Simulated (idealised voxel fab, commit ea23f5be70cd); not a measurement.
Process module name: voxel wiring stack
The cross-section on display is named cut; it measures 210 nm wide, and its cells are 5 nm squares.
Cross-section spec: square-cell grid; bands listed top down; each band is one or more rows. Per band: top height and bottom height in nm, followed by the left-to-right materials and their widths in nm; "throughout" marks a single material spanning edge to edge, "empty" marks empty space. Heights are reckoned from 0. Under this level, the received wafer is all of one material. The bottommost band is open-ended downward, for example "0 and below". Graded width ("30->40"): value in top row of band = first number; value in bottom row = second number; row-to-row change constant. It should be understood that the words "no modification", when stated for a given step, signify that the cross-section underwent no change in any of its cells during that step. The entry titled "Entrapped voids" provides the empty spaces that have no open way to the top, restricted to those of 8 cells or more. Each is presented as width x height at distance, the distance being measured from the left edge, with all three in nm. Formally, on a step line, whatever follows the settings is a remark that the simulator itself makes on the step. "overlay nm" answers the question of how far to the right of plan the mask lay on a step that has a mask, and when it is negative the answer is to the left.
# This section lists the process steps that were planned
- 1: RECEIVE with material Si
- 2: CONFORMAL_DEP with material SiO2, thk nm 10
- 3: CONFORMAL_DEP with material SiCN, thk nm 5
- 4: DIRECTIONAL_DEP with material SiO2, thk nm 25
- 5: PATTERN with tone open, mask id METAL_1, material resist, width nm 30, pitch nm 60, thk nm 20, overlay nm 0
- 6: DIRECTIONAL_ETCH with etch materials SiO2, depth nm 25
- 7: DIRECTIONAL_ETCH with etch materials SiCN, depth nm 5
- 8: STRIP with etch materials resist
- 9: CONFORMAL_DEP with material TiN, thk nm 5
- 10: FILL_DEP with material Cu, thk nm 5
- 11: CMP with height nm 40
- 12: CONFORMAL_DEP with material SiCN, thk nm 5
- 13: DIRECTIONAL_DEP with material lowk, thk nm 25
- 14: PATTERN with tone open, mask id METAL_2_HOLES, material resist, width nm 15, pitch nm 60, thk nm 20, overlay nm 0
- 15: DIRECTIONAL_ETCH with etch materials lowk, depth nm 25
- 16: STRIP with etch materials resist
- 17: PATTERN with tone open, mask id METAL_2, material resist, width nm 30, pitch nm 60, thk nm 20, overlay nm 0
- 18: DIRECTIONAL_ETCH with etch materials lowk, depth nm 15
- 19: DIRECTIONAL_ETCH with etch materials SiCN, depth nm 5
- 20: STRIP with etch materials resist
- 21: CONFORMAL_DEP with material TiN, thk nm 5
- 22: FILL_DEP with material Ru, thk nm 10
- 23: CMP with height nm 70
- 24: CONFORMAL_DEP with material SiCN, thk nm 5
- 25: DIRECTIONAL_DEP with material SiO2, thk nm 15
- 26: PATTERN with tone open, mask id PLUG_2, material resist, width nm 15, thk nm 15, overlay nm 0
- 27: DIRECTIONAL_ETCH with etch materials SiO2, depth nm 15
- 28: DIRECTIONAL_ETCH with etch materials SiCN, depth nm 5
- 29: STRIP with etch materials resist
- 30: EPI with material Ru, thk nm 10
- 31: EPI with material Ru, thk nm 10
- 32: DIRECTIONAL_DEP with material TiN, thk nm 5
- 33: DIRECTIONAL_DEP with material Ru, thk nm 20
- 34: PATTERN with tone cover, mask id METAL_3, material resist, width nm 30, pitch nm 60, thk nm 20, overlay nm 0
- 35: DIRECTIONAL_ETCH with etch materials Ru, depth nm 20
- 36: DIRECTIONAL_ETCH with etch materials TiN, depth nm 5
- 37: STRIP with etch materials resist
- 38: CONFORMAL_DEP with material SiCN, thk nm 5
- 39: FILL_DEP with material SiO2, thk nm 10
- 40: CMP with height nm 115
- 41: CONFORMAL_DEP with material SiCN, thk nm 5
- 42: DIRECTIONAL_DEP with material SiO2, thk nm 30
- 43: PATTERN with tone open, mask id METAL_4_HOLES, material resist, width nm 15, pitch nm 60, thk nm 15, overlay nm 0
- 44: DIRECTIONAL_ETCH with etch materials SiO2, depth nm 30
- 45: STRIP with etch materials resist
- 46: MASKED_ETCH with tone open, mask id METAL_4, width nm 30, pitch nm 60, etch materials SiO2, depth nm 15, overlay nm 0
- 47: MASKED_ETCH with tone open, mask id METAL_4, width nm 30, pitch nm 60, etch materials SiCN, depth nm 5, overlay nm 0
- 48: CONFORMAL_DEP with material TiN, thk nm 5
- 49: FILL_DEP with material Cu, thk nm 10
- 50: CMP with height nm 150
- 51: CONFORMAL_DEP with material SiCN, thk nm 5
# First wafer, two in total, run as planned
# Received-state cross-section, reflecting completion of step 1
- 0 and below: Si throughout
- Entrapped voids: none
# Wafer xsec, post step 2
- 10 down to 0: SiO2 throughout
- Unchanged below 0.
# Wafer xsec, post step 3
- 15 down to 10: SiCN throughout
- Unchanged below 10.
# Wafer xsec, post step 4
- 40 down to 15: SiO2 throughout
- Unchanged below 15.
# Wafer xsec, post step 5
- 60 down to 40: resist: 60, empty: 30, resist: 30, empty: 30, resist: 60
- Unchanged below 40.
# Wafer xsec, post step 6
- 60 down to 40: resist: 60, empty: 30, resist: 30, empty: 30, resist: 60
- 40 down to 15: SiO2: 60, empty: 30, SiO2: 30, empty: 30, SiO2: 60
- Unchanged below 15.
# Wafer xsec, post step 7
- 60 down to 40: resist: 60, empty: 30, resist: 30, empty: 30, resist: 60
- 40 down to 15: SiO2: 60, empty: 30, SiO2: 30, empty: 30, SiO2: 60
- 15 down to 10: SiCN: 60, empty: 30, SiCN: 30, empty: 30, SiCN: 60
- Unchanged below 10.
# Wafer xsec, post step 8
- 40 down to 15: SiO2: 60, empty: 30, SiO2: 30, empty: 30, SiO2: 60
- Unchanged below 15.
# Wafer xsec, post step 9
- 45 down to 40: TiN: 65, empty: 20, TiN: 40, empty: 20, TiN: 65
- 40 down to 15: SiO2: 60, TiN: 5, empty: 20, TiN: 5, SiO2: 30, TiN: 5, empty: 20, TiN: 5, SiO2: 60
- 15 down to 10: SiCN: 60, TiN: 30, SiCN: 30, TiN: 30, SiCN: 60
- Unchanged below 10.
# Wafer xsec, post step 10
- 50 down to 45: Cu throughout
- 45 down to 40: TiN: 65, Cu: 20, TiN: 40, Cu: 20, TiN: 65
- 40 down to 15: SiO2: 60, TiN: 5, Cu: 20, TiN: 5, SiO2: 30, TiN: 5, Cu: 20, TiN: 5, SiO2: 60
- Unchanged below 15.
# Wafer xsec, post step 11
- 40 down to 15: SiO2: 60, TiN: 5, Cu: 20, TiN: 5, SiO2: 30, TiN: 5, Cu: 20, TiN: 5, SiO2: 60
- Unchanged below 15.
# Wafer xsec, post step 12
- 45 down to 40: SiCN throughout
- Unchanged below 40.
# Wafer xsec, post step 13
- 70 down to 45: lowk throughout
- Unchanged below 45.
# Wafer xsec, post step 14
- 90 down to 70: resist: 60, empty: 15, resist: 45, empty: 15, resist: 75
- Unchanged below 70.
# Wafer xsec, post step 15
- 90 down to 70: resist: 60, empty: 15, resist: 45, empty: 15, resist: 75
- 70 down to 45: lowk: 60, empty: 15, lowk: 45, empty: 15, lowk: 75
- Unchanged below 45.
# Wafer xsec, post step 16
- 70 down to 45: lowk: 60, empty: 15, lowk: 45, empty: 15, lowk: 75
- Unchanged below 45.
# Wafer xsec, post step 17
- 90 down to 70: resist: 60, empty: 30, resist: 30, empty: 30, resist: 60
- Unchanged below 70.
# Wafer xsec, post step 18
- 90 down to 70: resist: 60, empty: 30, resist: 30, empty: 30, resist: 60
- 70 down to 55: lowk: 60, empty: 30, lowk: 30, empty: 30, lowk: 60
- Unchanged below 55.
# Wafer xsec, post step 19
- 90 down to 70: resist: 60, empty: 30, resist: 30, empty: 30, resist: 60
- 70 down to 55: lowk: 60, empty: 30, lowk: 30, empty: 30, lowk: 60
- 55 down to 45: lowk: 60, empty: 15, lowk: 45, empty: 15, lowk: 75
- 45 down to 40: SiCN: 60, empty: 15, SiCN: 45, empty: 15, SiCN: 75
- Unchanged below 40.
# Wafer xsec, post step 20
- 70 down to 55: lowk: 60, empty: 30, lowk: 30, empty: 30, lowk: 60
- Unchanged below 55.
# Wafer xsec, post step 21
- 75 down to 70: TiN: 65, empty: 20, TiN: 40, empty: 20, TiN: 65
- 70 down to 60: lowk: 60, TiN: 5, empty: 20, TiN: 5, lowk: 30, TiN: 5, empty: 20, TiN: 5, lowk: 60
- 60 down to 55: lowk: 60, TiN: 5, empty: 5, TiN: 20, lowk: 30, TiN: 5, empty: 5, TiN: 20, lowk: 60
- 55 down to 45: lowk: 60, TiN: 5, empty: 5, TiN: 5, lowk: 45, TiN: 5, empty: 5, TiN: 5, lowk: 75
- 45 down to 40: SiCN: 60, TiN: 15, SiCN: 45, TiN: 15, SiCN: 75
- Unchanged below 40.
# Wafer xsec, post step 22
- 85 down to 75: Ru throughout
- 75 down to 70: TiN: 65, Ru: 20, TiN: 40, Ru: 20, TiN: 65
- 70 down to 60: lowk: 60, TiN: 5, Ru: 20, TiN: 5, lowk: 30, TiN: 5, Ru: 20, TiN: 5, lowk: 60
- 60 down to 55: lowk: 60, TiN: 5, Ru: 5, TiN: 20, lowk: 30, TiN: 5, Ru: 5, TiN: 20, lowk: 60
- 55 down to 45: lowk: 60, TiN: 5, Ru: 5, TiN: 5, lowk: 45, TiN: 5, Ru: 5, TiN: 5, lowk: 75
- Unchanged below 45.
# Wafer xsec, post step 23
- 70 down to 60: lowk: 60, TiN: 5, Ru: 20, TiN: 5, lowk: 30, TiN: 5, Ru: 20, TiN: 5, lowk: 60
- Unchanged below 60.
# Wafer xsec, post step 24
- 75 down to 70: SiCN throughout
- Unchanged below 70.
# Wafer xsec, post step 25
- 90 down to 75: SiO2 throughout
- Unchanged below 75.
# Wafer xsec, post step 26
- 105 down to 90: resist: 60, empty: 15, resist: 135
- Unchanged below 90.
# Wafer xsec, post step 27
- 105 down to 90: resist: 60, empty: 15, resist: 135
- 90 down to 75: SiO2: 60, empty: 15, SiO2: 135
- Unchanged below 75.
# Wafer xsec, post step 28
- 105 down to 90: resist: 60, empty: 15, resist: 135
- 90 down to 75: SiO2: 60, empty: 15, SiO2: 135
- 75 down to 70: SiCN: 60, empty: 15, SiCN: 135
- Unchanged below 70.
# Wafer xsec, post step 29
- 90 down to 75: SiO2: 60, empty: 15, SiO2: 135
- Unchanged below 75.
# Wafer xsec, post step 30
- 90 down to 80: SiO2: 60, empty: 15, SiO2: 135
- 80 down to 75: SiO2: 60, Ru: 15, SiO2: 135
- 75 down to 70: SiCN: 60, Ru: 15, SiCN: 135
- Unchanged below 70.
# Wafer xsec, post step 31
- 90 down to 75: SiO2: 60, Ru: 15, SiO2: 135
- Unchanged below 75.
# Wafer xsec, post step 32
- 95 down to 90: TiN throughout
- Unchanged below 90.
# Wafer xsec, post step 33
- 115 down to 95: Ru throughout
- Unchanged below 95.
# Wafer xsec, post step 34
- 135 down to 115: empty: 60, resist: 30, empty: 30, resist: 30, empty: 60
- Unchanged below 115.
# Wafer xsec, post step 35
- 135 down to 115: empty: 60, resist: 30, empty: 30, resist: 30, empty: 60
- 115 down to 95: empty: 60, Ru: 30, empty: 30, Ru: 30, empty: 60
- Unchanged below 95.
# Wafer xsec, post step 36
- 135 down to 115: empty: 60, resist: 30, empty: 30, resist: 30, empty: 60
- 115 down to 95: empty: 60, Ru: 30, empty: 30, Ru: 30, empty: 60
- 95 down to 90: empty: 60, TiN: 30, empty: 30, TiN: 30, empty: 60
- Unchanged below 90.
# Wafer xsec, post step 37
- 115 down to 95: empty: 60, Ru: 30, empty: 30, Ru: 30, empty: 60
- Unchanged below 95.
# Wafer xsec, post step 38
- 120 down to 115: empty: 55, SiCN: 40, empty: 20, SiCN: 40, empty: 55
- 115 down to 95: empty: 55, SiCN: 5, Ru: 30, SiCN: 5, empty: 20, SiCN: 5, Ru: 30, SiCN: 5, empty: 55
- 95 down to 90: SiCN: 60, TiN: 30, SiCN: 30, TiN: 30, SiCN: 60
- Unchanged below 90.
# Wafer xsec, post step 39
- 130 down to 120: SiO2 throughout
- 120 down to 115: SiO2: 55, SiCN: 40, SiO2: 20, SiCN: 40, SiO2: 55
- 115 down to 95: SiO2: 55, SiCN: 5, Ru: 30, SiCN: 5, SiO2: 20, SiCN: 5, Ru: 30, SiCN: 5, SiO2: 55
- Unchanged below 95.
# Wafer xsec, post step 40
- 115 down to 95: SiO2: 55, SiCN: 5, Ru: 30, SiCN: 5, SiO2: 20, SiCN: 5, Ru: 30, SiCN: 5, SiO2: 55
- Unchanged below 95.
# Wafer xsec, post step 41
- 120 down to 115: SiCN throughout
- Unchanged below 115.
# Wafer xsec, post step 42
- 150 down to 120: SiO2 throughout
- Unchanged below 120.
# Wafer xsec, post step 43
- 165 down to 150: resist: 60, empty: 15, resist: 45, empty: 15, resist: 75
- Unchanged below 150.
# Wafer xsec, post step 44
- 165 down to 150: resist: 60, empty: 15, resist: 45, empty: 15, resist: 75
- 150 down to 120: SiO2: 60, empty: 15, SiO2: 45, empty: 15, SiO2: 75
- Unchanged below 120.
# Wafer xsec, post step 45
- 150 down to 120: SiO2: 60, empty: 15, SiO2: 45, empty: 15, SiO2: 75
- Unchanged below 120.
# Wafer xsec, post step 46
- 150 down to 135: SiO2: 60, empty: 30, SiO2: 30, empty: 30, SiO2: 60
- Unchanged below 135.
# Wafer xsec, post step 47
- 150 down to 135: SiO2: 60, empty: 30, SiO2: 30, empty: 30, SiO2: 60
- 135 down to 120: SiO2: 60, empty: 15, SiO2: 45, empty: 15, SiO2: 75
- 120 down to 115: SiCN: 60, empty: 15, SiCN: 45, empty: 15, SiCN: 75
- Unchanged below 115.
# Wafer xsec, post step 48
- 155 down to 150: TiN: 65, empty: 20, TiN: 40, empty: 20, TiN: 65
- 150 down to 140: SiO2: 60, TiN: 5, empty: 20, TiN: 5, SiO2: 30, TiN: 5, empty: 20, TiN: 5, SiO2: 60
- 140 down to 135: SiO2: 60, TiN: 5, empty: 5, TiN: 20, SiO2: 30, TiN: 5, empty: 5, TiN: 20, SiO2: 60
- 135 down to 120: SiO2: 60, TiN: 5, empty: 5, TiN: 5, SiO2: 45, TiN: 5, empty: 5, TiN: 5, SiO2: 75
- 120 down to 115: SiCN: 60, TiN: 15, SiCN: 45, TiN: 15, SiCN: 75
- Unchanged below 115.
# Wafer xsec, post step 49
- 165 down to 155: Cu throughout
- 155 down to 150: TiN: 65, Cu: 20, TiN: 40, Cu: 20, TiN: 65
- 150 down to 140: SiO2: 60, TiN: 5, Cu: 20, TiN: 5, SiO2: 30, TiN: 5, Cu: 20, TiN: 5, SiO2: 60
- 140 down to 135: SiO2: 60, TiN: 5, Cu: 5, TiN: 20, SiO2: 30, TiN: 5, Cu: 5, TiN: 20, SiO2: 60
- 135 down to 120: SiO2: 60, TiN: 5, Cu: 5, TiN: 5, SiO2: 45, TiN: 5, Cu: 5, TiN: 5, SiO2: 75
- Unchanged below 120.
# Wafer xsec, post step 50
- 150 down to 140: SiO2: 60, TiN: 5, Cu: 20, TiN: 5, SiO2: 30, TiN: 5, Cu: 20, TiN: 5, SiO2: 60
- Unchanged below 140.
# Wafer xsec, post step 51
- 155 down to 150: SiCN throughout
- Unchanged below 150.
# The Second Wafer: Common Origin and Plan, One Mistake in Execution, Identical to the First Through Step 16
# At the planned end of step 17, the second wafer in cross-section
- 90 down to 70: resist: 50, empty: 30, resist: 30, empty: 30, resist: 70
- Unchanged below 70.
# At the planned end of step 18, the second wafer in cross-section
- 90 down to 70: resist: 50, empty: 30, resist: 30, empty: 30, resist: 70
- 70 down to 55: lowk: 50, empty: 30, lowk: 30, empty: 30, lowk: 70
- Unchanged below 55.
# At the planned end of step 19, the second wafer in cross-section
- 90 down to 70: resist: 50, empty: 30, resist: 30, empty: 30, resist: 70
- 70 down to 55: lowk: 50, empty: 30, lowk: 30, empty: 30, lowk: 70
- 55 down to 45: lowk: 60, empty: 15, lowk: 45, empty: 15, lowk: 75
- 45 down to 40: SiCN: 60, empty: 15, SiCN: 45, empty: 15, SiCN: 75
- Unchanged below 40.
# At the planned end of step 20, the second wafer in cross-section
- 70 down to 55: lowk: 50, empty: 30, lowk: 30, empty: 30, lowk: 70
- Unchanged below 55.
# At the planned end of step 21, the second wafer in cross-section
- 75 down to 70: TiN: 55, empty: 20, TiN: 40, empty: 20, TiN: 75
- 70 down to 60: lowk: 50, TiN: 5, empty: 20, TiN: 5, lowk: 30, TiN: 5, empty: 20, TiN: 5, lowk: 70
- 60 down to 55: lowk: 50, TiN: 15, empty: 5, TiN: 10, lowk: 30, TiN: 15, empty: 5, TiN: 10, lowk: 70
- 55 down to 45: lowk: 60, TiN: 5, empty: 5, TiN: 5, lowk: 45, TiN: 5, empty: 5, TiN: 5, lowk: 75
- 45 down to 40: SiCN: 60, TiN: 15, SiCN: 45, TiN: 15, SiCN: 75
- Unchanged below 40.
# At the planned end of step 22, the second wafer in cross-section
- 85 down to 75: Ru throughout
- 75 down to 70: TiN: 55, Ru: 20, TiN: 40, Ru: 20, TiN: 75
- 70 down to 60: lowk: 50, TiN: 5, Ru: 20, TiN: 5, lowk: 30, TiN: 5, Ru: 20, TiN: 5, lowk: 70
- 60 down to 55: lowk: 50, TiN: 15, Ru: 5, TiN: 10, lowk: 30, TiN: 15, Ru: 5, TiN: 10, lowk: 70
- 55 down to 45: lowk: 60, TiN: 5, Ru: 5, TiN: 5, lowk: 45, TiN: 5, Ru: 5, TiN: 5, lowk: 75
- Unchanged below 45.
# At the planned end of step 23, the second wafer in cross-section
- 70 down to 60: lowk: 50, TiN: 5, Ru: 20, TiN: 5, lowk: 30, TiN: 5, Ru: 20, TiN: 5, lowk: 70
- Unchanged below 60.
# At the planned end of step 24, the second wafer in cross-section
- 75 down to 70: SiCN throughout
- Unchanged below 70.
# At the planned end of step 25, the second wafer in cross-section
- 90 down to 75: SiO2 throughout
- Unchanged below 75.
# At the planned end of step 26, the second wafer in cross-section
- 105 down to 90: resist: 60, empty: 15, resist: 135
- Unchanged below 90.
# At the planned end of step 27, the second wafer in cross-section
- 105 down to 90: resist: 60, empty: 15, resist: 135
- 90 down to 75: SiO2: 60, empty: 15, SiO2: 135
- Unchanged below 75.
# At the planned end of step 28, the second wafer in cross-section
- 105 down to 90: resist: 60, empty: 15, resist: 135
- 90 down to 75: SiO2: 60, empty: 15, SiO2: 135
- 75 down to 70: SiCN: 60, empty: 15, SiCN: 135
- Unchanged below 70.
# At the planned end of step 29, the second wafer in cross-section
- 90 down to 75: SiO2: 60, empty: 15, SiO2: 135
- Unchanged below 75.
# At the planned end of step 30, the second wafer in cross-section
- 90 down to 80: SiO2: 60, empty: 15, SiO2: 135
- 80 down to 75: SiO2: 60, Ru: 15, SiO2: 135
- 75 down to 70: SiCN: 60, Ru: 15, SiCN: 135
- Unchanged below 70.
# At the planned end of step 31, the second wafer in cross-section
- 90 down to 75: SiO2: 60, Ru: 15, SiO2: 135
- Unchanged below 75.
# At the planned end of step 32, the second wafer in cross-section
- 95 down to 90: TiN throughout
- Unchanged below 90.
# At the planned end of step 33, the second wafer in cross-section
- 115 down to 95: Ru throughout
- Unchanged below 95.
# At the planned end of step 34, the second wafer in cross-section
- 135 down to 115: empty: 60, resist: 30, empty: 30, resist: 30, empty: 60
- Unchanged below 115.
# At the planned end of step 35, the second wafer in cross-section
- 135 down to 115: empty: 60, resist: 30, empty: 30, resist: 30, empty: 60
- 115 down to 95: empty: 60, Ru: 30, empty: 30, Ru: 30, empty: 60
- Unchanged below 95.
# At the planned end of step 36, the second wafer in cross-section
- 135 down to 115: empty: 60, resist: 30, empty: 30, resist: 30, empty: 60
- 115 down to 95: empty: 60, Ru: 30, empty: 30, Ru: 30, empty: 60
- 95 down to 90: empty: 60, TiN: 30, empty: 30, TiN: 30, empty: 60
- Unchanged below 90.
# At the planned end of step 37, the second wafer in cross-section
- 115 down to 95: empty: 60, Ru: 30, empty: 30, Ru: 30, empty: 60
- Unchanged below 95.
# At the planned end of step 38, the second wafer in cross-section
- 120 down to 115: empty: 55, SiCN: 40, empty: 20, SiCN: 40, empty: 55
- 115 down to 95: empty: 55, SiCN: 5, Ru: 30, SiCN: 5, empty: 20, SiCN: 5, Ru: 30, SiCN: 5, empty: 55
- 95 down to 90: SiCN: 60, TiN: 30, SiCN: 30, TiN: 30, SiCN: 60
- Unchanged below 90.
# At the planned end of step 39, the second wafer in cross-section
- 130 down to 120: SiO2 throughout
- 120 down to 115: SiO2: 55, SiCN: 40, SiO2: 20, SiCN: 40, SiO2: 55
- 115 down to 95: SiO2: 55, SiCN: 5, Ru: 30, SiCN: 5, SiO2: 20, SiCN: 5, Ru: 30, SiCN: 5, SiO2: 55
- Unchanged below 95.
# At the planned end of step 40, the second wafer in cross-section
- 115 down to 95: SiO2: 55, SiCN: 5, Ru: 30, SiCN: 5, SiO2: 20, SiCN: 5, Ru: 30, SiCN: 5, SiO2: 55
- Unchanged below 95.
# At the planned end of step 41, the second wafer in cross-section
- 120 down to 115: SiCN throughout
- Unchanged below 115.
# At the planned end of step 42, the second wafer in cross-section
- 150 down to 120: SiO2 throughout
- Unchanged below 120.
# At the planned end of step 43, the second wafer in cross-section
- 165 down to 150: resist: 60, empty: 15, resist: 45, empty: 15, resist: 75
- Unchanged below 150.
# At the planned end of step 44, the second wafer in cross-section
- 165 down to 150: resist: 60, empty: 15, resist: 45, empty: 15, resist: 75
- 150 down to 120: SiO2: 60, empty: 15, SiO2: 45, empty: 15, SiO2: 75
- Unchanged below 120.
# At the planned end of step 45, the second wafer in cross-section
- 150 down to 120: SiO2: 60, empty: 15, SiO2: 45, empty: 15, SiO2: 75
- Unchanged below 120.
# At the planned end of step 46, the second wafer in cross-section
- 150 down to 135: SiO2: 60, empty: 30, SiO2: 30, empty: 30, SiO2: 60
- Unchanged below 135.
# At the planned end of step 47, the second wafer in cross-section
- 150 down to 135: SiO2: 60, empty: 30, SiO2: 30, empty: 30, SiO2: 60
- 135 down to 120: SiO2: 60, empty: 15, SiO2: 45, empty: 15, SiO2: 75
- 120 down to 115: SiCN: 60, empty: 15, SiCN: 45, empty: 15, SiCN: 75
- Unchanged below 115.
# At the planned end of step 48, the second wafer in cross-section
- 155 down to 150: TiN: 65, empty: 20, TiN: 40, empty: 20, TiN: 65
- 150 down to 140: SiO2: 60, TiN: 5, empty: 20, TiN: 5, SiO2: 30, TiN: 5, empty: 20, TiN: 5, SiO2: 60
- 140 down to 135: SiO2: 60, TiN: 5, empty: 5, TiN: 20, SiO2: 30, TiN: 5, empty: 5, TiN: 20, SiO2: 60
- 135 down to 120: SiO2: 60, TiN: 5, empty: 5, TiN: 5, SiO2: 45, TiN: 5, empty: 5, TiN: 5, SiO2: 75
- 120 down to 115: SiCN: 60, TiN: 15, SiCN: 45, TiN: 15, SiCN: 75
- Unchanged below 115.
# At the planned end of step 49, the second wafer in cross-section
- 165 down to 155: Cu throughout
- 155 down to 150: TiN: 65, Cu: 20, TiN: 40, Cu: 20, TiN: 65
- 150 down to 140: SiO2: 60, TiN: 5, Cu: 20, TiN: 5, SiO2: 30, TiN: 5, Cu: 20, TiN: 5, SiO2: 60
- 140 down to 135: SiO2: 60, TiN: 5, Cu: 5, TiN: 20, SiO2: 30, TiN: 5, Cu: 5, TiN: 20, SiO2: 60
- 135 down to 120: SiO2: 60, TiN: 5, Cu: 5, TiN: 5, SiO2: 45, TiN: 5, Cu: 5, TiN: 5, SiO2: 75
- Unchanged below 120.
# At the planned end of step 50, the second wafer in cross-section
- 150 down to 140: SiO2: 60, TiN: 5, Cu: 20, TiN: 5, SiO2: 30, TiN: 5, Cu: 20, TiN: 5, SiO2: 60
- Unchanged below 140.
# At the planned end of step 51, the second wafer in cross-section
- 155 down to 150: SiCN throughout
- Unchanged below 150.
Processing error: step 17 did not happen as planned, as run it was PATTERN with tone open, mask id METAL_2, material resist, width nm 30, pitch nm 60, thk nm 20, overlay nm -10
The concluding comparison shows that, measured in cells, each material is equally abundant on both wafers, albeit at different positions.
